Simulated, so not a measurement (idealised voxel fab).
This section sets out a process module, namely voxel wiring stack.
Cross-sectional view cut (width: 300 nm; square cell size: 5 nm).
Cross-section spec: square-cell grid; bands listed top down; each band is one or more rows.
This entry defines a band. It first specifies the height of the band's top and the height of its bottom in nm, and then specifies the band's materials from left to right, stating each material with its width in nm. The word "throughout" identifies a single material that fills the band from edge to edge, while the word "empty" identifies empty space.
Height 0 is the level under which the wafer as received is all one material. The lowest band goes on downwards, as in "0 -> down".
Note: "30->40" means the width goes from the first number (top row of the band) to the second number (bottom row) in equal steps per row of cells.
"changes: none" -> step changed no cross-section cell.
For the entry "Sealed void inventory", the listed items are empty spaces with no open way to the top whose size is 8 cells or more; each item follows the pattern width x height at distance, where distance is from the left edge and all three are in nm.
Post-settings text on a step line: simulator's own remark regarding the step.
overlay nm, on a step with a mask: how far to the right of its planned place the mask lay; to the left if negative
### plan
step 1: op RECEIVE | material Si
step 2: op CONFORMAL_DEP | material SiO2 | thk nm 10
step 3: op DIRECTIONAL_DEP | material TiN | thk nm 5
step 4: op DIRECTIONAL_DEP | material W | thk nm 20
step 5: op PATTERN | tone cover | mask id METAL_1 | material resist | width nm 30 | pitch nm 60 | thk nm 20 | overlay nm 0
step 6: op DIRECTIONAL_ETCH | etch materials W | depth nm 20
step 7: op DIRECTIONAL_ETCH | etch materials TiN | depth nm 5
step 8: op STRIP | etch materials resist
step 9: op CONFORMAL_DEP | material SiN | thk nm 5
step 10: op FILL_DEP | material SiO2 | thk nm 5
step 11: op CMP | height nm 35
step 12: op CONFORMAL_DEP | material SiCN | thk nm 5
step 13: op DIRECTIONAL_DEP | material SiO2 | thk nm 30
step 14: op MASKED_ETCH | tone open | mask id METAL_2_HOLES | width nm 15 | pitch nm 60 | etch materials SiO2 | depth nm 30 | overlay nm 0
step 15: op PATTERN | tone open | mask id METAL_2 | material resist | width nm 30 | pitch nm 60 | thk nm 15 | overlay nm 0
step 16: op DIRECTIONAL_ETCH | etch materials SiO2 | depth nm 15
step 17: op DIRECTIONAL_ETCH | etch materials SiCN | depth nm 5
step 18: op STRIP | etch materials resist
step 19: op CONFORMAL_DEP | material TiN | thk nm 5
step 20: op FILL_DEP | material Cu | thk nm 10
step 21: op CMP | height nm 70
step 22: op CONFORMAL_DEP | material SiCN | thk nm 5
### As-received state of the wafer in cross-section, equivalent to post-step 1
* 0 -> down = Si throughout
* Sealed void inventory: none
### The plan above was carried out on the starting structure above with one mistake, and this cross-section shows the wafer at the end of the module
* 85 -> 80 = SiCN throughout
* 80 -> 75 = Cu throughout
* 75 -> 70 = TiN 80 / Cu 20 / TiN 40 / Cu 20 / TiN 40 / Cu 20 / TiN 80
* 70 -> 60 = SiO2 75 / TiN 5 / Cu 20 / TiN 5 / SiO2 30 / TiN 5 / Cu 20 / TiN 5 / SiO2 30 / TiN 5 / Cu 20 / TiN 5 / SiO2 75
* 60 -> 55 = SiO2 75 / TiN 5 / Cu 5 / TiN 20 / SiO2 30 / TiN 5 / Cu 5 / TiN 20 / SiO2 30 / TiN 5 / Cu 5 / TiN 20 / SiO2 75
* 55 -> 40 = SiO2 75 / TiN 5 / Cu 5 / TiN 5 / SiO2 45 / TiN 5 / Cu 5 / TiN 5 / SiO2 45 / TiN 5 / Cu 5 / TiN 5 / SiO2 90
* 40 -> 35 = SiCN 75 / TiN 15 / SiCN 45 / TiN 15 / SiCN 45 / TiN 15 / SiCN 90
* 35 -> 15 = SiO2 70 / SiN 5 / W 30 / SiN 5 / SiO2 20 / SiN 5 / W 30 / SiN 5 / SiO2 20 / SiN 5 / W 30 / SiN 5 / SiO2 70
* 15 -> 10 = SiN 75 / TiN 30 / SiN 30 / TiN 30 / SiN 30 / TiN 30 / SiN 75
* 10 -> 0 = SiO2 throughout
* 0 -> down = Si throughout
* Sealed void inventory: none
Short version of what went wrong: for step 21, the planned setting was not used; the step was instead run as op CMP | height nm 80
